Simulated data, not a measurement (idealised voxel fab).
This is a process module. Its name is voxel fin reveal.
Xsec cut, 205 nm wide, square cell size 5 nm.
A cross-section is written here as square cells arranged in a grid, and it is given in bands from the top down, each band taking up one or more rows of cells. Heights first: top, then bottom, in nm. Then materials, left to right, each with a width in nm. "all across" on a single material: fills the band edge to edge. "blank": empty space. Zero point of the height axis is 0; under it, received wafer = one material. Lowest band: continues down indefinitely, "0 down". Graded width ("30..40"): value in top row of band = first number; value in bottom row = second number; row-to-row change constant. Step marked "remained unchanged"? Then no cell in the cross-section changed in it. This entry, "Closed void catalog", enumerates those empty regions of no fewer than 8 cells that possess no open connection to the top. Each region is reported in the form width x height at distance, the distance being taken from the left edge, with all three quantities expressed in nm. Whatever follows a step's settings on its line is a remark the simulator itself makes about that step. "overlay nm" on a masked step: distance the mask lay right of its planned place, negative for left.

# The planned process steps are enumerated hereunder
- 1: RECEIVE | material Si
- 2: CONFORMAL_DEP | material SiN | thk nm 5
- 3: DIRECTIONAL_DEP | material aC | thk nm 10
- 4: PATTERN | tone cover | mask id FINS | material resist | width nm 15 | pitch nm 40 | thk nm 25 | overlay nm 0
- 5: DIRECTIONAL_ETCH | etch materials aC | depth nm 10
- 6: STRIP | etch materials resist
- 7: DIRECTIONAL_ETCH | etch materials SiN | depth nm 5
- 8: DIRECTIONAL_ETCH | etch materials Si | depth nm 35
- 9: STRIP | etch materials aC
- 10: OXIDIZE | depth nm 5
- 11: FILL_DEP | material SiO2 | thk nm 5
- 12: CMP | height nm 5
- 13: SELECTIVE_ETCH | etch materials SiO2 | depth nm 15
- 14: STRIP | etch materials SiN
- 15: CONFORMAL_DEP | material SiO2 | thk nm 5

# First of two wafers: run as planned

# Cross-sectional view of the wafer in its as-received condition, corresponding to the state after step 1
- 0 down: Si all across
- Closed void catalog: none

# Step 2 done - wafer cross-section
- 5 to 0: SiN all across
- Anything lower than 0 is untouched.

# Step 3 done - wafer cross-section
- 15 to 5: aC all across
- Anything lower than 5 is untouched.

# Step 4 done - wafer cross-section
- 40 to 15: 35 nm blank, 15 nm resist, 25 nm blank, 15 nm resist, 25 nm blank, 15 nm resist, 25 nm blank, 15 nm resist, 35 nm blank
- Anything lower than 15 is untouched.

# Step 5 done - wafer cross-section
- 30 to 15: 35 nm blank, 15 nm resist, 25 nm blank, 15 nm resist, 25 nm blank, 15 nm resist, 25 nm blank, 15 nm resist, 35 nm blank
- 15 to 5: 35 nm blank, 15 nm aC, 25 nm blank, 15 nm aC, 25 nm blank, 15 nm aC, 25 nm blank, 15 nm aC, 35 nm blank
- Anything lower than 5 is untouched.

# Step 6 done - wafer cross-section
- 15 to 5: 35 nm blank, 15 nm aC, 25 nm blank, 15 nm aC, 25 nm blank, 15 nm aC, 25 nm blank, 15 nm aC, 35 nm blank
- Anything lower than 5 is untouched.

# Step 7 done - wafer cross-section
- 15 to 5: 35 nm blank, 15 nm aC, 25 nm blank, 15 nm aC, 25 nm blank, 15 nm aC, 25 nm blank, 15 nm aC, 35 nm blank
- 5 to 0: 35 nm blank, 15 nm SiN, 25 nm blank, 15 nm SiN, 25 nm blank, 15 nm SiN, 25 nm blank, 15 nm SiN, 35 nm blank
- Anything lower than 0 is untouched.

# Step 8 done - wafer cross-section
- 15 to 5: 35 nm blank, 15 nm aC, 25 nm blank, 15 nm aC, 25 nm blank, 15 nm aC, 25 nm blank, 15 nm aC, 35 nm blank
- 5 to 0: 35 nm blank, 15 nm SiN, 25 nm blank, 15 nm SiN, 25 nm blank, 15 nm SiN, 25 nm blank, 15 nm SiN, 35 nm blank
- 0 to -35: 35 nm blank, 15 nm Si, 25 nm blank, 15 nm Si, 25 nm blank, 15 nm Si, 25 nm blank, 15 nm Si, 35 nm blank
- Anything lower than -35 is untouched.

# Step 9 done - wafer cross-section
- 5 to 0: 35 nm blank, 15 nm SiN, 25 nm blank, 15 nm SiN, 25 nm blank, 15 nm SiN, 25 nm blank, 15 nm SiN, 35 nm blank
- Anything lower than 0 is untouched.

# Step 10 done - wafer cross-section
- 5 to 0: 35 nm blank, 15 nm SiN, 25 nm blank, 15 nm SiN, 25 nm blank, 15 nm SiN, 25 nm blank, 15 nm SiN, 35 nm blank
- 0 to -35: 35 nm blank, 5 nm SiO2, 5 nm Si, 5 nm SiO2, 25 nm blank, 5 nm SiO2, 5 nm Si, 5 nm SiO2, 25 nm blank, 5 nm SiO2, 5 nm Si, 5 nm SiO2, 25 nm blank, 5 nm SiO2, 5 nm Si, 5 nm SiO2, 35 nm blank
- -35 to -40: 40 nm SiO2, 5 nm Si, 35 nm SiO2, 5 nm Si, 35 nm SiO2, 5 nm Si, 35 nm SiO2, 5 nm Si, 40 nm SiO2
- Anything lower than -40 is untouched.

# Step 11 done - wafer cross-section
- 10 to 5: SiO2 all across
- 5 to 0: 35 nm SiO2, 15 nm SiN, 25 nm SiO2, 15 nm SiN, 25 nm SiO2, 15 nm SiN, 25 nm SiO2, 15 nm SiN, 35 nm SiO2
- 0 to -40: 40 nm SiO2, 5 nm Si, 35 nm SiO2, 5 nm Si, 35 nm SiO2, 5 nm Si, 35 nm SiO2, 5 nm Si, 40 nm SiO2
- Anything lower than -40 is untouched.

# Step 12 done - wafer cross-section
- 5 to 0: 35 nm SiO2, 15 nm SiN, 25 nm SiO2, 15 nm SiN, 25 nm SiO2, 15 nm SiN, 25 nm SiO2, 15 nm SiN, 35 nm SiO2
- Anything lower than 0 is untouched.

# Step 13 done - wafer cross-section
- 5 to 0: 35 nm blank, 15 nm SiN, 25 nm blank, 15 nm SiN, 25 nm blank, 15 nm SiN, 25 nm blank, 15 nm SiN, 35 nm blank
- 0 to -10: 40 nm blank, 5 nm Si, 35 nm blank, 5 nm Si, 35 nm blank, 5 nm Si, 35 nm blank, 5 nm Si, 40 nm blank
- Anything lower than -10 is untouched.

# Step 14 done - wafer cross-section
- 0 to -10: 40 nm blank, 5 nm Si, 35 nm blank, 5 nm Si, 35 nm blank, 5 nm Si, 35 nm blank, 5 nm Si, 40 nm blank
- Anything lower than -10 is untouched.

# Step 15 done - wafer cross-section
- 5 to 0: 35 nm blank, 15 nm SiO2, 25 nm blank, 15 nm SiO2, 25 nm blank, 15 nm SiO2, 25 nm blank, 15 nm SiO2, 35 nm blank
- 0 to -5: 35 nm blank, 5 nm SiO2, 5 nm Si, 5 nm SiO2, 25 nm blank, 5 nm SiO2, 5 nm Si, 5 nm SiO2, 25 nm blank, 5 nm SiO2, 5 nm Si, 5 nm SiO2, 25 nm blank, 5 nm SiO2, 5 nm Si, 5 nm SiO2, 35 nm blank
- -5 to -40: 40 nm SiO2, 5 nm Si, 35 nm SiO2, 5 nm Si, 35 nm SiO2, 5 nm Si, 35 nm SiO2, 5 nm Si, 40 nm SiO2
- Anything lower than -40 is untouched.

# The Second Wafer: Common Origin and Plan, One Mistake in Execution, Identical to the First Through Step 3

# The second wafer cut through, at the time step 4 was supposed to be finished
- 40 to 15: 35 nm blank, 20 nm resist, 20 nm blank, 20 nm resist, 20 nm blank, 20 nm resist, 20 nm blank, 20 nm resist, 30 nm blank
- Anything lower than 15 is untouched.

# The second wafer cut through, at the time step 5 was supposed to be finished
- 30 to 15: 35 nm blank, 20 nm resist, 20 nm blank, 20 nm resist, 20 nm blank, 20 nm resist, 20 nm blank, 20 nm resist, 30 nm blank
- 15 to 5: 35 nm blank, 20 nm aC, 20 nm blank, 20 nm aC, 20 nm blank, 20 nm aC, 20 nm blank, 20 nm aC, 30 nm blank
- Anything lower than 5 is untouched.

# The second wafer cut through, at the time step 6 was supposed to be finished
- 15 to 5: 35 nm blank, 20 nm aC, 20 nm blank, 20 nm aC, 20 nm blank, 20 nm aC, 20 nm blank, 20 nm aC, 30 nm blank
- Anything lower than 5 is untouched.

# The second wafer cut through, at the time step 7 was supposed to be finished
- 15 to 5: 35 nm blank, 20 nm aC, 20 nm blank, 20 nm aC, 20 nm blank, 20 nm aC, 20 nm blank, 20 nm aC, 30 nm blank
- 5 to 0: 35 nm blank, 20 nm SiN, 20 nm blank, 20 nm SiN, 20 nm blank, 20 nm SiN, 20 nm blank, 20 nm SiN, 30 nm blank
- Anything lower than 0 is untouched.

# The second wafer cut through, at the time step 8 was supposed to be finished
- 15 to 5: 35 nm blank, 20 nm aC, 20 nm blank, 20 nm aC, 20 nm blank, 20 nm aC, 20 nm blank, 20 nm aC, 30 nm blank
- 5 to 0: 35 nm blank, 20 nm SiN, 20 nm blank, 20 nm SiN, 20 nm blank, 20 nm SiN, 20 nm blank, 20 nm SiN, 30 nm blank
- 0 to -35: 35 nm blank, 20 nm Si, 20 nm blank, 20 nm Si, 20 nm blank, 20 nm Si, 20 nm blank, 20 nm Si, 30 nm blank
- Anything lower than -35 is untouched.

# The second wafer cut through, at the time step 9 was supposed to be finished
- 5 to 0: 35 nm blank, 20 nm SiN, 20 nm blank, 20 nm SiN, 20 nm blank, 20 nm SiN, 20 nm blank, 20 nm SiN, 30 nm blank
- Anything lower than 0 is untouched.

# The second wafer cut through, at the time step 10 was supposed to be finished
- 5 to 0: 35 nm blank, 20 nm SiN, 20 nm blank, 20 nm SiN, 20 nm blank, 20 nm SiN, 20 nm blank, 20 nm SiN, 30 nm blank
- 0 to -35: 35 nm blank, 5 nm SiO2, 10 nm Si, 5 nm SiO2, 20 nm blank, 5 nm SiO2, 10 nm Si, 5 nm SiO2, 20 nm blank, 5 nm SiO2, 10 nm Si, 5 nm SiO2, 20 nm blank, 5 nm SiO2, 10 nm Si, 5 nm SiO2, 30 nm blank
- -35 to -40: 40 nm SiO2, 10 nm Si, 30 nm SiO2, 10 nm Si, 30 nm SiO2, 10 nm Si, 30 nm SiO2, 10 nm Si, 35 nm SiO2
- Anything lower than -40 is untouched.

# The second wafer cut through, at the time step 11 was supposed to be finished
- 10 to 5: SiO2 all across
- 5 to 0: 35 nm SiO2, 20 nm SiN, 20 nm SiO2, 20 nm SiN, 20 nm SiO2, 20 nm SiN, 20 nm SiO2, 20 nm SiN, 30 nm SiO2
- 0 to -40: 40 nm SiO2, 10 nm Si, 30 nm SiO2, 10 nm Si, 30 nm SiO2, 10 nm Si, 30 nm SiO2, 10 nm Si, 35 nm SiO2
- Anything lower than -40 is untouched.

# The second wafer cut through, at the time step 12 was supposed to be finished
- 5 to 0: 35 nm SiO2, 20 nm SiN, 20 nm SiO2, 20 nm SiN, 20 nm SiO2, 20 nm SiN, 20 nm SiO2, 20 nm SiN, 30 nm SiO2
- Anything lower than 0 is untouched.

# The second wafer cut through, at the time step 13 was supposed to be finished
- 5 to 0: 35 nm blank, 20 nm SiN, 20 nm blank, 20 nm SiN, 20 nm blank, 20 nm SiN, 20 nm blank, 20 nm SiN, 30 nm blank
- 0 to -10: 40 nm blank, 10 nm Si, 30 nm blank, 10 nm Si, 30 nm blank, 10 nm Si, 30 nm blank, 10 nm Si, 35 nm blank
- Anything lower than -10 is untouched.

# The second wafer cut through, at the time step 14 was supposed to be finished
- 0 to -10: 40 nm blank, 10 nm Si, 30 nm blank, 10 nm Si, 30 nm blank, 10 nm Si, 30 nm blank, 10 nm Si, 35 nm blank
- Anything lower than -10 is untouched.

# The second wafer cut through, at the time step 15 was supposed to be finished
- 5 to 0: 35 nm blank, 20 nm SiO2, 20 nm blank, 20 nm SiO2, 20 nm blank, 20 nm SiO2, 20 nm blank, 20 nm SiO2, 30 nm blank
- 0 to -5: 35 nm blank, 5 nm SiO2, 10 nm Si, 5 nm SiO2, 20 nm blank, 5 nm SiO2, 10 nm Si, 5 nm SiO2, 20 nm blank, 5 nm SiO2, 10 nm Si, 5 nm SiO2, 20 nm blank, 5 nm SiO2, 10 nm Si, 5 nm SiO2, 30 nm blank
- -5 to -40: 40 nm SiO2, 10 nm Si, 30 nm SiO2, 10 nm Si, 30 nm SiO2, 10 nm Si, 30 nm SiO2, 10 nm Si, 35 nm SiO2
- Anything lower than -40 is untouched.
Here's what went sideways: step 4 ran differently from the plan; actual operation with settings: PATTERN | tone cover | mask id FINS | material resist | width nm 20 | pitch nm 40 | thk nm 25 | overlay nm 0
End check, counted in cells, second wafer has more or fewer of these materials than the first: +32 Si; -24 SiO2
